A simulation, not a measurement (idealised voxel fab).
The following is a process module called voxel capacitor over wiring.
Section shown: cut. Width: 230 nm. Cell size: 5 nm, square.
Reading order for cross-sections: top band down to bottom band. Underlying form: a grid of square cells. Band size: one or more rows of cells. Each band's line starts with the height of the band's top and of its bottom, in nm. Then come its materials from left to right, each with its width in nm. One material with "everywhere" fills the band from edge to edge. "blank" is empty space. We count height from 0. Below that, the starting wafer is all one material. The lowest band never ends at the bottom but goes on down; see "0 nm and below" for how that is written. Per-row width for "30 to 40": begins at first number (top row of band), ends at second number (bottom row), increment between rows held constant. Basically "remains unaltered" means that step didn't change any cell in the cross-section. The entry titled "Enclosed void entries" provides the empty spaces that have no open way to the top, restricted to those of 8 cells or more. Each is presented as width x height at distance, the distance being measured from the left edge, with all three in nm. Whatever follows a step's settings on its line is a remark the simulator itself makes about that step. The "overlay nm" setting may appear on a step's line; for a step that uses a mask, it gives how far to the right of its planned position the mask lay, and a negative value indicates the left.
So here's the lineup of process steps we planned
1. RECEIVE [material Si]
2. CONFORMAL_DEP [material SiO2] [thk nm 15]
3. DIRECTIONAL_DEP [material TiN] [thk nm 5]
4. DIRECTIONAL_DEP [material Ru] [thk nm 20]
5. PATTERN [tone cover] [mask id METAL_1] [material resist] [width nm 30] [pitch nm 80] [thk nm 20] [overlay nm 0]
6. DIRECTIONAL_ETCH [etch materials Ru] [depth nm 20]
7. DIRECTIONAL_ETCH [etch materials TiN] [depth nm 5]
8. STRIP [etch materials resist]
9. CONFORMAL_DEP [material SiN] [thk nm 5]
10. FILL_DEP [material lowk] [thk nm 10]
11. CMP [height nm 40]
12. CONFORMAL_DEP [material SiCN] [thk nm 5]
13. DIRECTIONAL_DEP [material lowk] [thk nm 15]
14. MASKED_ETCH [tone open] [mask id PLUG_1] [width nm 15] [etch materials lowk] [depth nm 15] [overlay nm 0]
15. MASKED_ETCH [tone open] [mask id PLUG_1] [width nm 15] [etch materials SiCN] [depth nm 5] [overlay nm 0]
16. CONFORMAL_DEP [material TiN] [thk nm 5]
17. FILL_DEP [material W] [thk nm 5]
18. CMP [height nm 60]
19. DIRECTIONAL_DEP [material TiN] [thk nm 5]
20. DIRECTIONAL_DEP [material HfO2] [thk nm 5]
21. DIRECTIONAL_DEP [material TiN] [thk nm 5]
22. PATTERN [tone cover] [mask id UPPER_PLATE] [material resist] [width nm 55] [thk nm 20] [overlay nm 0]
23. DIRECTIONAL_ETCH [etch materials TiN] [depth nm 5]
24. DIRECTIONAL_ETCH [etch materials HfO2] [depth nm 5]
25. STRIP [etch materials resist]
26. DIRECTIONAL_DEP [material aC] [thk nm 15]
27. PATTERN [tone cover] [mask id LOWER_PLATE] [material resist] [width nm 65] [thk nm 30] [overlay nm 0]
28. DIRECTIONAL_ETCH [etch materials aC] [depth nm 15]
29. STRIP [etch materials resist]
30. DIRECTIONAL_ETCH [etch materials TiN] [depth nm 5]
31. STRIP [etch materials aC]
32. FILL_DEP [material SiO2] [thk nm 15]
33. CMP [height nm 85]
34. DIRECTIONAL_DEP [material aC] [thk nm 10]
35. PATTERN [tone open] [mask id PLUG_2] [material resist] [width nm 15] [thk nm 30] [overlay nm 0]
36. DIRECTIONAL_ETCH [etch materials aC] [depth nm 10]
37. STRIP [etch materials resist]
38. DIRECTIONAL_ETCH [etch materials SiO2] [depth nm 10]
39. STRIP [etch materials aC]
40. CONFORMAL_DEP [material TiN] [thk nm 5]
41. FILL_DEP [material W] [thk nm 10]
42. CMP [height nm 85]
43. CONFORMAL_DEP [material SiCN] [thk nm 5]
The wafers in this document start out alike and differ in the thk nm applied at step 43; the plan shows the value used for the first wafer.
Received condition of the first of several wafers, sectioned: post-step 1
> 0 nm and below  Si everywhere
> Enclosed void entries: none
The rows of the table below are wafers. Looking at the end of the module, a row counts, for every material, the cells the wafer has gained, shown as (+), or lost, shown as (-), since it was received; its closed voids come next
thk nm 5, +11 HfO2, +48 Ru, +89 SiCN, +50 SiN, +327 SiO2, +50 TiN, +4 W, +249 lowk, Enclosed void entries: none
thk nm 10, +11 HfO2, +48 Ru, +135 SiCN, +50 SiN, +327 SiO2, +50 TiN, +4 W, +249 lowk, Enclosed void entries: none
thk nm 15, +11 HfO2, +48 Ru, +181 SiCN, +50 SiN, +327 SiO2, +50 TiN, +4 W, +249 lowk, Enclosed void entries: none
thk nm 20, +11 HfO2, +48 Ru, +227 SiCN, +50 SiN, +327 SiO2, +50 TiN, +4 W, +249 lowk, Enclosed void entries: none
